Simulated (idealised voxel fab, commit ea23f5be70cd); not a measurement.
This is a process module. Its name is voxel gate over fins.
Cross-section cut spans 185 nm and uses square cells 5 nm in size.
For the purposes of this document, a cross-section shall be understood as a grid of square cells, specified as bands listed in top-to-bottom order, each band consisting of one or more rows of cells.
Look at the band entry: it leads with the top's height and the bottom's height in nm. Then it lists the materials left to right, with a width in nm for each. The word "full width" on a single material says that material fills the band edge to edge. The word "blank" is empty space.
Ref level 0: as-received wafer is one material below here. Bottom band extends down with no lower bound ("from 0 down").
Per-row width for "30->40": begins at first number (top row of band), ends at second number (bottom row), increment between rows held constant.
"all unchanged", as given for a step, is the statement that not any cell of the cross-section underwent a change during that step.
For the entry "Sealed-off cavities", the listed items are empty spaces with no open way to the top whose size is 8 cells or more; each item follows the pattern width x height at distance, where distance is from the left edge and all three are in nm.
after a step's settings: what the simulator itself notes on the step
The setting "overlay nm" may be written on the line of a step. When the step uses a mask, the value reports how far to the right of the planned place the mask lay, and a negative value reports that it lay to the left.

The planned process steps are enumerated hereunder
1,op RECEIVE | material Si
2,op CONFORMAL_DEP | material SiN | thk nm 10
3,op PATTERN | tone cover | mask id FINS | material resist | width nm 15 | pitch nm 40 | thk nm 20 | overlay nm -15
4,op DIRECTIONAL_ETCH | etch materials SiN | depth nm 10
5,op DIRECTIONAL_ETCH | etch materials Si | depth nm 35
6,op STRIP | etch materials resist
7,op FILL_DEP | material SiO2 | thk nm 5
8,op CMP | height nm 10
9,op SELECTIVE_ETCH | etch materials SiO2 | depth nm 25
10,op STRIP | etch materials SiN
11,op CONFORMAL_DEP | material HfO2 | thk nm 5
12,op CONFORMAL_DEP | material TiN | thk nm 5
13,op CONFORMAL_DEP | material TiAl | thk nm 5
14,op CONFORMAL_DEP | material TiN | thk nm 5
15,op FILL_DEP | material W | thk nm 15
16,op CMP | height nm 30
17,op CONFORMAL_DEP | material SiCN | thk nm 5
Quick note for whoever runs this: the wafers start identical, but the overlay nm at step 3 isn't the same across them. The plan just shows what the first wafer had.

Cross-section of the first of several received wafers, showing its state after step 1
> from 0 down: Si full width
> Sealed-off cavities: none

The figure below presents a cross-section of the first of several wafers at the conclusion of the module, following its last step, step 17
> from 35 to 30: SiCN full width
> from 30 to 20: W full width
> from 20 to 15: W (10)  TiN (135)  W (40)
> from 15 to 10: W (10)  TiN (5)  TiAl (125)  TiN (5)  W (40)
> from 10 to 5: W (10)  TiN (5)  TiAl (5)  TiN (35)  TiAl (5)  TiN (35)  TiAl (5)  TiN (35)  TiAl (5)  TiN (5)  W (40)
> from 5 to 0: TiN (15)  TiAl (5)  TiN (5)  HfO2 (25)  TiN (5)  TiAl (5)  TiN (5)  HfO2 (25)  TiN (5)  TiAl (5)  TiN (5)  HfO2 (25)  TiN (5)  TiAl (5)  TiN (45)
> from 0 to -5: TiAl (20)  TiN (5)  HfO2 (5)  Si (15)  HfO2 (5)  TiN (5)  TiAl (5)  TiN (5)  HfO2 (5)  Si (15)  HfO2 (5)  TiN (5)  TiAl (5)  TiN (5)  HfO2 (5)  Si (15)  HfO2 (5)  TiN (5)  TiAl (50)
> from -5 to -10: TiN (25)  HfO2 (5)  Si (15)  HfO2 (5)  TiN (15)  HfO2 (5)  Si (15)  HfO2 (5)  TiN (15)  HfO2 (5)  Si (15)  HfO2 (5)  TiN (55)
> from -10 to -15: HfO2 (30)  Si (15)  HfO2 (25)  Si (15)  HfO2 (25)  Si (15)  HfO2 (60)
> from -15 to -35: SiO2 (30)  Si (15)  SiO2 (25)  Si (15)  SiO2 (25)  Si (15)  SiO2 (60)
> from -35 down: Si full width
> Sealed-off cavities: none

Cross-sectional view, end of module, last wafer of several
> from 35 to 30: SiCN full width
> from 30 to 20: W full width
> from 20 to 15: W (40)  TiN (135)  W (10)
> from 15 to 10: W (40)  TiN (5)  TiAl (125)  TiN (5)  W (10)
> from 10 to 5: W (40)  TiN (5)  TiAl (5)  TiN (35)  TiAl (5)  TiN (35)  TiAl (5)  TiN (35)  TiAl (5)  TiN (5)  W (10)
> from 5 to 0: TiN (45)  TiAl (5)  TiN (5)  HfO2 (25)  TiN (5)  TiAl (5)  TiN (5)  HfO2 (25)  TiN (5)  TiAl (5)  TiN (5)  HfO2 (25)  TiN (5)  TiAl (5)  TiN (15)
> from 0 to -5: TiAl (50)  TiN (5)  HfO2 (5)  Si (15)  HfO2 (5)  TiN (5)  TiAl (5)  TiN (5)  HfO2 (5)  Si (15)  HfO2 (5)  TiN (5)  TiAl (5)  TiN (5)  HfO2 (5)  Si (15)  HfO2 (5)  TiN (5)  TiAl (20)
> from -5 to -10: TiN (55)  HfO2 (5)  Si (15)  HfO2 (5)  TiN (15)  HfO2 (5)  Si (15)  HfO2 (5)  TiN (15)  HfO2 (5)  Si (15)  HfO2 (5)  TiN (25)
> from -10 to -15: HfO2 (60)  Si (15)  HfO2 (25)  Si (15)  HfO2 (25)  Si (15)  HfO2 (30)
> from -15 to -35: SiO2 (60)  Si (15)  SiO2 (25)  Si (15)  SiO2 (25)  Si (15)  SiO2 (30)
> from -35 down: Si full width
> Sealed-off cavities: none

Tabulated below, wafer by wafer, are the end-of-module results: for each material, the number of cells gained (+) or lost (-) relative to the as-received state, followed by the closed voids
overlay nm -15; +55 HfO2; -196 Si; +37 SiCN; +112 SiO2; +49 TiAl; +98 TiN; +104 W; Sealed-off cavities: none
overlay nm -10; +55 HfO2; -196 Si; +37 SiCN; +112 SiO2; +49 TiAl; +98 TiN; +104 W; Sealed-off cavities: none
overlay nm -5; +55 HfO2; -196 Si; +37 SiCN; +112 SiO2; +49 TiAl; +98 TiN; +104 W; Sealed-off cavities: none
overlay nm 0; +55 HfO2; -196 Si; +37 SiCN; +112 SiO2; +49 TiAl; +98 TiN; +104 W; Sealed-off cavities: none
overlay nm 5; +55 HfO2; -196 Si; +37 SiCN; +112 SiO2; +49 TiAl; +98 TiN; +104 W; Sealed-off cavities: none
overlay nm 10; +55 HfO2; -196 Si; +37 SiCN; +112 SiO2; +49 TiAl; +98 TiN; +104 W; Sealed-off cavities: none
overlay nm 15; +55 HfO2; -196 Si; +37 SiCN; +112 SiO2; +49 TiAl; +98 TiN; +104 W; Sealed-off cavities: none
